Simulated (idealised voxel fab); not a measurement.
Process module name: voxel gate over fins
The figure presents cross-section cut, which has a width of 170 nm and is divided into square cells with an edge length of 5 nm.
A cross-section in this document is a grid of square cells, and it is written down as bands, the top band listed before the ones below it; a band is made up of one or more rows of cells. Per band: top height and bottom height in nm, followed by the left-to-right materials and their widths in nm; "edge to edge" marks a single material spanning edge to edge, "empty" marks empty space. Below 0: as-received wafer, all one material; heights counted from there. Lowest band: no bottom, goes on down, written "0..down". A width such as "30..40" changes by the same amount from each row of cells to the next, from the band's top row to its bottom row. Step marked "no alteration"? Then no cell in the cross-section changed in it. Empty spaces counting at least 8 cells and having no open way to the top are listed in "Enclosed cavities". The notation width x height at distance is used for each, the distance being from the left edge and all three values in nm. Read whatever lies past the settings on a step's line as the simulator's own remark about the step. overlay nm: where the mask lay relative to plan, measured to the right, on steps with a mask; negatives go left.
Steps in the process plan
1) RECEIVE (material Si)
2) CONFORMAL_DEP (material SiN; thk nm 5)
3) DIRECTIONAL_DEP (material aC; thk nm 10)
4) PATTERN (tone cover; mask id FINS; material resist; width nm 15; pitch nm 55; thk nm 30; overlay nm 0)
5) DIRECTIONAL_ETCH (etch materials aC; depth nm 10)
6) STRIP (etch materials resist)
7) DIRECTIONAL_ETCH (etch materials SiN; depth nm 5)
8) DIRECTIONAL_ETCH (etch materials Si; depth nm 30)
9) STRIP (etch materials aC)
10) OXIDIZE (depth nm 5)
11) FILL_DEP (material SiO2; thk nm 5)
12) CMP (height nm 5)
13) MASKED_ETCH (tone open; mask id RAIL; width nm 15; etch materials SiO2; depth nm 30; overlay nm 0)
14) CONFORMAL_DEP (material TiN; thk nm 5)
15) FILL_DEP (material W; thk nm 5)
16) CMP (height nm 5)
17) SELECTIVE_ETCH (etch materials W Ru TiN; depth nm 25)
18) FILL_DEP (material SiO2; thk nm 5)
19) CMP (height nm 5)
20) SELECTIVE_ETCH (etch materials SiO2; depth nm 20)
21) STRIP (etch materials SiN)
22) CONFORMAL_DEP (material HfO2; thk nm 5)
23) CONFORMAL_DEP (material TiN; thk nm 5)
24) FILL_DEP (material W; thk nm 15)
25) CMP (height nm 20)
26) CONFORMAL_DEP (material SiN; thk nm 10)
Concerning the first of two wafers, which was run in accordance with the plan
Wafer at receipt (post step 1), cross-section
0..down: Si edge to edge
Enclosed cavities: none
Cross-section of the wafer subsequent to step 2
5..0: SiN edge to edge
No changes below 0.
Cross-section of the wafer subsequent to step 3
15..5: aC edge to edge
No changes below 5.
Cross-section of the wafer subsequent to step 4
45..15: 20 nm empty, then 15 nm resist, then 40 nm empty, then 15 nm resist, then 40 nm empty, then 15 nm resist, then 25 nm empty
No changes below 15.
Cross-section of the wafer subsequent to step 5
35..15: 20 nm empty, then 15 nm resist, then 40 nm empty, then 15 nm resist, then 40 nm empty, then 15 nm resist, then 25 nm empty
15..5: 20 nm empty, then 15 nm aC, then 40 nm empty, then 15 nm aC, then 40 nm empty, then 15 nm aC, then 25 nm empty
No changes below 5.
Cross-section of the wafer subsequent to step 6
15..5: 20 nm empty, then 15 nm aC, then 40 nm empty, then 15 nm aC, then 40 nm empty, then 15 nm aC, then 25 nm empty
No changes below 5.
Cross-section of the wafer subsequent to step 7
15..5: 20 nm empty, then 15 nm aC, then 40 nm empty, then 15 nm aC, then 40 nm empty, then 15 nm aC, then 25 nm empty
5..0: 20 nm empty, then 15 nm SiN, then 40 nm empty, then 15 nm SiN, then 40 nm empty, then 15 nm SiN, then 25 nm empty
No changes below 0.
Cross-section of the wafer subsequent to step 8
15..5: 20 nm empty, then 15 nm aC, then 40 nm empty, then 15 nm aC, then 40 nm empty, then 15 nm aC, then 25 nm empty
5..0: 20 nm empty, then 15 nm SiN, then 40 nm empty, then 15 nm SiN, then 40 nm empty, then 15 nm SiN, then 25 nm empty
0..-30: 20 nm empty, then 15 nm Si, then 40 nm empty, then 15 nm Si, then 40 nm empty, then 15 nm Si, then 25 nm empty
No changes below -30.
Cross-section of the wafer subsequent to step 9
5..0: 20 nm empty, then 15 nm SiN, then 40 nm empty, then 15 nm SiN, then 40 nm empty, then 15 nm SiN, then 25 nm empty
No changes below 0.
Cross-section of the wafer subsequent to step 10
5..0: 20 nm empty, then 15 nm SiN, then 40 nm empty, then 15 nm SiN, then 40 nm empty, then 15 nm SiN, then 25 nm empty
0..-30: 20 nm empty, then 5 nm SiO2, then 5 nm Si, then 5 nm SiO2, then 40 nm empty, then 5 nm SiO2, then 5 nm Si, then 5 nm SiO2, then 40 nm empty, then 5 nm SiO2, then 5 nm Si, then 5 nm SiO2, then 25 nm empty
-30..-35: 25 nm SiO2, then 5 nm Si, then 50 nm SiO2, then 5 nm Si, then 50 nm SiO2, then 5 nm Si, then 30 nm SiO2
No changes below -35.
Cross-section of the wafer subsequent to step 11
10..5: SiO2 edge to edge
5..0: 20 nm SiO2, then 15 nm SiN, then 40 nm SiO2, then 15 nm SiN, then 40 nm SiO2, then 15 nm SiN, then 25 nm SiO2
0..-35: 25 nm SiO2, then 5 nm Si, then 50 nm SiO2, then 5 nm Si, then 50 nm SiO2, then 5 nm Si, then 30 nm SiO2
No changes below -35.
Cross-section of the wafer subsequent to step 12
5..0: 20 nm SiO2, then 15 nm SiN, then 40 nm SiO2, then 15 nm SiN, then 40 nm SiO2, then 15 nm SiN, then 25 nm SiO2
No changes below 0.
Cross-section of the wafer subsequent to step 13
5..0: 20 nm SiO2, then 15 nm SiN, then 10 nm SiO2, then 15 nm empty, then 15 nm SiO2, then 15 nm SiN, then 40 nm SiO2, then 15 nm SiN, then 25 nm SiO2
0..-25: 25 nm SiO2, then 5 nm Si, then 15 nm SiO2, then 15 nm empty, then 20 nm SiO2, then 5 nm Si, then 50 nm SiO2, then 5 nm Si, then 30 nm SiO2
No changes below -25.
Cross-section of the wafer subsequent to step 14
10..5: 50 nm TiN, then 5 nm empty, then 115 nm TiN
5..0: 20 nm SiO2, then 15 nm SiN, then 10 nm SiO2, then 5 nm TiN, then 5 nm empty, then 5 nm TiN, then 15 nm SiO2, then 15 nm SiN, then 40 nm SiO2, then 15 nm SiN, then 25 nm SiO2
0..-20: 25 nm SiO2, then 5 nm Si, then 15 nm SiO2, then 5 nm TiN, then 5 nm empty, then 5 nm TiN, then 20 nm SiO2, then 5 nm Si, then 50 nm SiO2, then 5 nm Si, then 30 nm SiO2
-20..-25: 25 nm SiO2, then 5 nm Si, then 15 nm SiO2, then 15 nm TiN, then 20 nm SiO2, then 5 nm Si, then 50 nm SiO2, then 5 nm Si, then 30 nm SiO2
No changes below -25.
Cross-section of the wafer subsequent to step 15
15..10: W edge to edge
10..5: 50 nm TiN, then 5 nm W, then 115 nm TiN
5..0: 20 nm SiO2, then 15 nm SiN, then 10 nm SiO2, then 5 nm TiN, then 5 nm W, then 5 nm TiN, then 15 nm SiO2, then 15 nm SiN, then 40 nm SiO2, then 15 nm SiN, then 25 nm SiO2
0..-20: 25 nm SiO2, then 5 nm Si, then 15 nm SiO2, then 5 nm TiN, then 5 nm W, then 5 nm TiN, then 20 nm SiO2, then 5 nm Si, then 50 nm SiO2, then 5 nm Si, then 30 nm SiO2
No changes below -20.
Cross-section of the wafer subsequent to step 16
5..0: 20 nm SiO2, then 15 nm SiN, then 10 nm SiO2, then 5 nm TiN, then 5 nm W, then 5 nm TiN, then 15 nm SiO2, then 15 nm SiN, then 40 nm SiO2, then 15 nm SiN, then 25 nm SiO2
No changes below 0.
Cross-section of the wafer subsequent to step 17
5..0: 20 nm SiO2, then 15 nm SiN, then 10 nm SiO2, then 15 nm empty, then 15 nm SiO2, then 15 nm SiN, then 40 nm SiO2, then 15 nm SiN, then 25 nm SiO2
0..-20: 25 nm SiO2, then 5 nm Si, then 15 nm SiO2, then 15 nm empty, then 20 nm SiO2, then 5 nm Si, then 50 nm SiO2, then 5 nm Si, then 30 nm SiO2
No changes below -20.
Cross-section of the wafer subsequent to step 18
10..5: SiO2 edge to edge
5..0: 20 nm SiO2, then 15 nm SiN, then 40 nm SiO2, then 15 nm SiN, then 40 nm SiO2, then 15 nm SiN, then 25 nm SiO2
0..-20: 25 nm SiO2, then 5 nm Si, then 50 nm SiO2, then 5 nm Si, then 50 nm SiO2, then 5 nm Si, then 30 nm SiO2
No changes below -20.
Cross-section of the wafer subsequent to step 19
5..0: 20 nm SiO2, then 15 nm SiN, then 40 nm SiO2, then 15 nm SiN, then 40 nm SiO2, then 15 nm SiN, then 25 nm SiO2
No changes below 0.
Cross-section of the wafer subsequent to step 20
5..0: 20 nm empty, then 15 nm SiN, then 40 nm empty, then 15 nm SiN, then 40 nm empty, then 15 nm SiN, then 25 nm empty
0..-15: 25 nm empty, then 5 nm Si, then 50 nm empty, then 5 nm Si, then 50 nm empty, then 5 nm Si, then 30 nm empty
No changes below -15.
Cross-section of the wafer subsequent to step 21
0..-15: 25 nm empty, then 5 nm Si, then 50 nm empty, then 5 nm Si, then 50 nm empty, then 5 nm Si, then 30 nm empty
No changes below -15.
Cross-section of the wafer subsequent to step 22
5..0: 20 nm empty, then 15 nm HfO2, then 40 nm empty, then 15 nm HfO2, then 40 nm empty, then 15 nm HfO2, then 25 nm empty
0..-10: 20 nm empty, then 5 nm HfO2, then 5 nm Si, then 5 nm HfO2, then 40 nm empty, then 5 nm HfO2, then 5 nm Si, then 5 nm HfO2, then 40 nm empty, then 5 nm HfO2, then 5 nm Si, then 5 nm HfO2, then 25 nm empty
-10..-15: 25 nm HfO2, then 5 nm Si, then 50 nm HfO2, then 5 nm Si, then 50 nm HfO2, then 5 nm Si, then 30 nm HfO2
No changes below -15.
Cross-section of the wafer subsequent to step 23
10..5: 15 nm empty, then 25 nm TiN, then 30 nm empty, then 25 nm TiN, then 30 nm empty, then 25 nm TiN, then 20 nm empty
5..0: 15 nm empty, then 5 nm TiN, then 15 nm HfO2, then 5 nm TiN, then 30 nm empty, then 5 nm TiN, then 15 nm HfO2, then 5 nm TiN, then 30 nm empty, then 5 nm TiN, then 15 nm HfO2, then 5 nm TiN, then 20 nm empty
0..-5: 15 nm empty, then 5 nm TiN, then 5 nm HfO2, then 5 nm Si, then 5 nm HfO2, then 5 nm TiN, then 30 nm empty, then 5 nm TiN, then 5 nm HfO2, then 5 nm Si, then 5 nm HfO2, then 5 nm TiN, then 30 nm empty, then 5 nm TiN, then 5 nm HfO2, then 5 nm Si, then 5 nm HfO2, then 5 nm TiN, then 20 nm empty
-5..-10: 20 nm TiN, then 5 nm HfO2, then 5 nm Si, then 5 nm HfO2, then 40 nm TiN, then 5 nm HfO2, then 5 nm Si, then 5 nm HfO2, then 40 nm TiN, then 5 nm HfO2, then 5 nm Si, then 5 nm HfO2, then 25 nm TiN
No changes below -10.
Cross-section of the wafer subsequent to step 24
25..10: W edge to edge
10..5: 15 nm W, then 25 nm TiN, then 30 nm W, then 25 nm TiN, then 30 nm W, then 25 nm TiN, then 20 nm W
5..0: 15 nm W, then 5 nm TiN, then 15 nm HfO2, then 5 nm TiN, then 30 nm W, then 5 nm TiN, then 15 nm HfO2, then 5 nm TiN, then 30 nm W, then 5 nm TiN, then 15 nm HfO2, then 5 nm TiN, then 20 nm W
0..-5: 15 nm W, then 5 nm TiN, then 5 nm HfO2, then 5 nm Si, then 5 nm HfO2, then 5 nm TiN, then 30 nm W, then 5 nm TiN, then 5 nm HfO2, then 5 nm Si, then 5 nm HfO2, then 5 nm TiN, then 30 nm W, then 5 nm TiN, then 5 nm HfO2, then 5 nm Si, then 5 nm HfO2, then 5 nm TiN, then 20 nm W
No changes below -5.
Cross-section of the wafer subsequent to step 25
20..10: W edge to edge
No changes below 10.
Cross-section of the wafer subsequent to step 26
30..20: SiN edge to edge
No changes below 20.
It is to be noted that the second wafer proceeded from the same initial state and according to the same plan as the first, although one mistake was committed in its execution; through step 3, inclusive, the two wafers share an identical history
The second wafer in cross-section, at the planned close of step 4
45..15: 15 nm empty, then 25 nm resist, then 30 nm empty, then 25 nm resist, then 30 nm empty, then 25 nm resist, then 20 nm empty
No changes below 15.
The second wafer in cross-section, at the planned close of step 5
35..15: 15 nm empty, then 25 nm resist, then 30 nm empty, then 25 nm resist, then 30 nm empty, then 25 nm resist, then 20 nm empty
15..5: 15 nm empty, then 25 nm aC, then 30 nm empty, then 25 nm aC, then 30 nm empty, then 25 nm aC, then 20 nm empty
No changes below 5.
The second wafer in cross-section, at the planned close of step 6
15..5: 15 nm empty, then 25 nm aC, then 30 nm empty, then 25 nm aC, then 30 nm empty, then 25 nm aC, then 20 nm empty
No changes below 5.
The second wafer in cross-section, at the planned close of step 7
15..5: 15 nm empty, then 25 nm aC, then 30 nm empty, then 25 nm aC, then 30 nm empty, then 25 nm aC, then 20 nm empty
5..0: 15 nm empty, then 25 nm SiN, then 30 nm empty, then 25 nm SiN, then 30 nm empty, then 25 nm SiN, then 20 nm empty
No changes below 0.
The second wafer in cross-section, at the planned close of step 8
15..5: 15 nm empty, then 25 nm aC, then 30 nm empty, then 25 nm aC, then 30 nm empty, then 25 nm aC, then 20 nm empty
5..0: 15 nm empty, then 25 nm SiN, then 30 nm empty, then 25 nm SiN, then 30 nm empty, then 25 nm SiN, then 20 nm empty
0..-30: 15 nm empty, then 25 nm Si, then 30 nm empty, then 25 nm Si, then 30 nm empty, then 25 nm Si, then 20 nm empty
No changes below -30.
The second wafer in cross-section, at the planned close of step 9
5..0: 15 nm empty, then 25 nm SiN, then 30 nm empty, then 25 nm SiN, then 30 nm empty, then 25 nm SiN, then 20 nm empty
No changes below 0.
The second wafer in cross-section, at the planned close of step 10
5..0: 15 nm empty, then 25 nm SiN, then 30 nm empty, then 25 nm SiN, then 30 nm empty, then 25 nm SiN, then 20 nm empty
0..-30: 15 nm empty, then 5 nm SiO2, then 15 nm Si, then 5 nm SiO2, then 30 nm empty, then 5 nm SiO2, then 15 nm Si, then 5 nm SiO2, then 30 nm empty, then 5 nm SiO2, then 15 nm Si, then 5 nm SiO2, then 20 nm empty
-30..-35: 20 nm SiO2, then 15 nm Si, then 40 nm SiO2, then 15 nm Si, then 40 nm SiO2, then 15 nm Si, then 25 nm SiO2
No changes below -35.
The second wafer in cross-section, at the planned close of step 11
10..5: SiO2 edge to edge
5..0: 15 nm SiO2, then 25 nm SiN, then 30 nm SiO2, then 25 nm SiN, then 30 nm SiO2, then 25 nm SiN, then 20 nm SiO2
0..-35: 20 nm SiO2, then 15 nm Si, then 40 nm SiO2, then 15 nm Si, then 40 nm SiO2, then 15 nm Si, then 25 nm SiO2
No changes below -35.
The second wafer in cross-section, at the planned close of step 12
5..0: 15 nm SiO2, then 25 nm SiN, then 30 nm SiO2, then 25 nm SiN, then 30 nm SiO2, then 25 nm SiN, then 20 nm SiO2
No changes below 0.
The second wafer in cross-section, at the planned close of step 13
5..0: 15 nm SiO2, then 25 nm SiN, then 5 nm SiO2, then 15 nm empty, then 10 nm SiO2, then 25 nm SiN, then 30 nm SiO2, then 25 nm SiN, then 20 nm SiO2
0..-25: 20 nm SiO2, then 15 nm Si, then 10 nm SiO2, then 15 nm empty, then 15 nm SiO2, then 15 nm Si, then 40 nm SiO2, then 15 nm Si, then 25 nm SiO2
No changes below -25.
The second wafer in cross-section, at the planned close of step 14
10..5: 50 nm TiN, then 5 nm empty, then 115 nm TiN
5..0: 15 nm SiO2, then 25 nm SiN, then 5 nm SiO2, then 5 nm TiN, then 5 nm empty, then 5 nm TiN, then 10 nm SiO2, then 25 nm SiN, then 30 nm SiO2, then 25 nm SiN, then 20 nm SiO2
0..-20: 20 nm SiO2, then 15 nm Si, then 10 nm SiO2, then 5 nm TiN, then 5 nm empty, then 5 nm TiN, then 15 nm SiO2, then 15 nm Si, then 40 nm SiO2, then 15 nm Si, then 25 nm SiO2
-20..-25: 20 nm SiO2, then 15 nm Si, then 10 nm SiO2, then 15 nm TiN, then 15 nm SiO2, then 15 nm Si, then 40 nm SiO2, then 15 nm Si, then 25 nm SiO2
No changes below -25.
The second wafer in cross-section, at the planned close of step 15
15..10: W edge to edge
10..5: 50 nm TiN, then 5 nm W, then 115 nm TiN
5..0: 15 nm SiO2, then 25 nm SiN, then 5 nm SiO2, then 5 nm TiN, then 5 nm W, then 5 nm TiN, then 10 nm SiO2, then 25 nm SiN, then 30 nm SiO2, then 25 nm SiN, then 20 nm SiO2
0..-20: 20 nm SiO2, then 15 nm Si, then 10 nm SiO2, then 5 nm TiN, then 5 nm W, then 5 nm TiN, then 15 nm SiO2, then 15 nm Si, then 40 nm SiO2, then 15 nm Si, then 25 nm SiO2
No changes below -20.
The second wafer in cross-section, at the planned close of step 16
5..0: 15 nm SiO2, then 25 nm SiN, then 5 nm SiO2, then 5 nm TiN, then 5 nm W, then 5 nm TiN, then 10 nm SiO2, then 25 nm SiN, then 30 nm SiO2, then 25 nm SiN, then 20 nm SiO2
No changes below 0.
The second wafer in cross-section, at the planned close of step 17
5..0: 15 nm SiO2, then 25 nm SiN, then 5 nm SiO2, then 15 nm empty, then 10 nm SiO2, then 25 nm SiN, then 30 nm SiO2, then 25 nm SiN, then 20 nm SiO2
0..-20: 20 nm SiO2, then 15 nm Si, then 10 nm SiO2, then 15 nm empty, then 15 nm SiO2, then 15 nm Si, then 40 nm SiO2, then 15 nm Si, then 25 nm SiO2
No changes below -20.
The second wafer in cross-section, at the planned close of step 18
10..5: SiO2 edge to edge
5..0: 15 nm SiO2, then 25 nm SiN, then 30 nm SiO2, then 25 nm SiN, then 30 nm SiO2, then 25 nm SiN, then 20 nm SiO2
0..-20: 20 nm SiO2, then 15 nm Si, then 40 nm SiO2, then 15 nm Si, then 40 nm SiO2, then 15 nm Si, then 25 nm SiO2
No changes below -20.
The second wafer in cross-section, at the planned close of step 19
5..0: 15 nm SiO2, then 25 nm SiN, then 30 nm SiO2, then 25 nm SiN, then 30 nm SiO2, then 25 nm SiN, then 20 nm SiO2
No changes below 0.
The second wafer in cross-section, at the planned close of step 20
5..0: 15 nm empty, then 25 nm SiN, then 30 nm empty, then 25 nm SiN, then 30 nm empty, then 25 nm SiN, then 20 nm empty
0..-15: 20 nm empty, then 15 nm Si, then 40 nm empty, then 15 nm Si, then 40 nm empty, then 15 nm Si, then 25 nm empty
No changes below -15.
The second wafer in cross-section, at the planned close of step 21
0..-15: 20 nm empty, then 15 nm Si, then 40 nm empty, then 15 nm Si, then 40 nm empty, then 15 nm Si, then 25 nm empty
No changes below -15.
The second wafer in cross-section, at the planned close of step 22
5..0: 15 nm empty, then 25 nm HfO2, then 30 nm empty, then 25 nm HfO2, then 30 nm empty, then 25 nm HfO2, then 20 nm empty
0..-10: 15 nm empty, then 5 nm HfO2, then 15 nm Si, then 5 nm HfO2, then 30 nm empty, then 5 nm HfO2, then 15 nm Si, then 5 nm HfO2, then 30 nm empty, then 5 nm HfO2, then 15 nm Si, then 5 nm HfO2, then 20 nm empty
-10..-15: 20 nm HfO2, then 15 nm Si, then 40 nm HfO2, then 15 nm Si, then 40 nm HfO2, then 15 nm Si, then 25 nm HfO2
No changes below -15.
The second wafer in cross-section, at the planned close of step 23
10..5: 10 nm empty, then 35 nm TiN, then 20 nm empty, then 35 nm TiN, then 20 nm empty, then 35 nm TiN, then 15 nm empty
5..0: 10 nm empty, then 5 nm TiN, then 25 nm HfO2, then 5 nm TiN, then 20 nm empty, then 5 nm TiN, then 25 nm HfO2, then 5 nm TiN, then 20 nm empty, then 5 nm TiN, then 25 nm HfO2, then 5 nm TiN, then 15 nm empty
0..-5: 10 nm empty, then 5 nm TiN, then 5 nm HfO2, then 15 nm Si, then 5 nm HfO2, then 5 nm TiN, then 20 nm empty, then 5 nm TiN, then 5 nm HfO2, then 15 nm Si, then 5 nm HfO2, then 5 nm TiN, then 20 nm empty, then 5 nm TiN, then 5 nm HfO2, then 15 nm Si, then 5 nm HfO2, then 5 nm TiN, then 15 nm empty
-5..-10: 15 nm TiN, then 5 nm HfO2, then 15 nm Si, then 5 nm HfO2, then 30 nm TiN, then 5 nm HfO2, then 15 nm Si, then 5 nm HfO2, then 30 nm TiN, then 5 nm HfO2, then 15 nm Si, then 5 nm HfO2, then 20 nm TiN
No changes below -10.
The second wafer in cross-section, at the planned close of step 24
25..10: W edge to edge
10..5: 10 nm W, then 35 nm TiN, then 20 nm W, then 35 nm TiN, then 20 nm W, then 35 nm TiN, then 15 nm W
5..0: 10 nm W, then 5 nm TiN, then 25 nm HfO2, then 5 nm TiN, then 20 nm W, then 5 nm TiN, then 25 nm HfO2, then 5 nm TiN, then 20 nm W, then 5 nm TiN, then 25 nm HfO2, then 5 nm TiN, then 15 nm W
0..-5: 10 nm W, then 5 nm TiN, then 5 nm HfO2, then 15 nm Si, then 5 nm HfO2, then 5 nm TiN, then 20 nm W, then 5 nm TiN, then 5 nm HfO2, then 15 nm Si, then 5 nm HfO2, then 5 nm TiN, then 20 nm W, then 5 nm TiN, then 5 nm HfO2, then 15 nm Si, then 5 nm HfO2, then 5 nm TiN, then 15 nm W
No changes below -5.
The second wafer in cross-section, at the planned close of step 25
20..10: W edge to edge
No changes below 10.
The second wafer in cross-section, at the planned close of step 26
30..20: SiN edge to edge
No changes below 20.
Error vs. plan: note that step 4 departed from the planned setting and was carried out as PATTERN (tone cover; mask id FINS; material resist; width nm 25; pitch nm 55; thk nm 30; overlay nm 0)
Materials where the second wafer ends with more or fewer cells than the first: 42 more of Si; 24 fewer of SiO2; 18 fewer of W
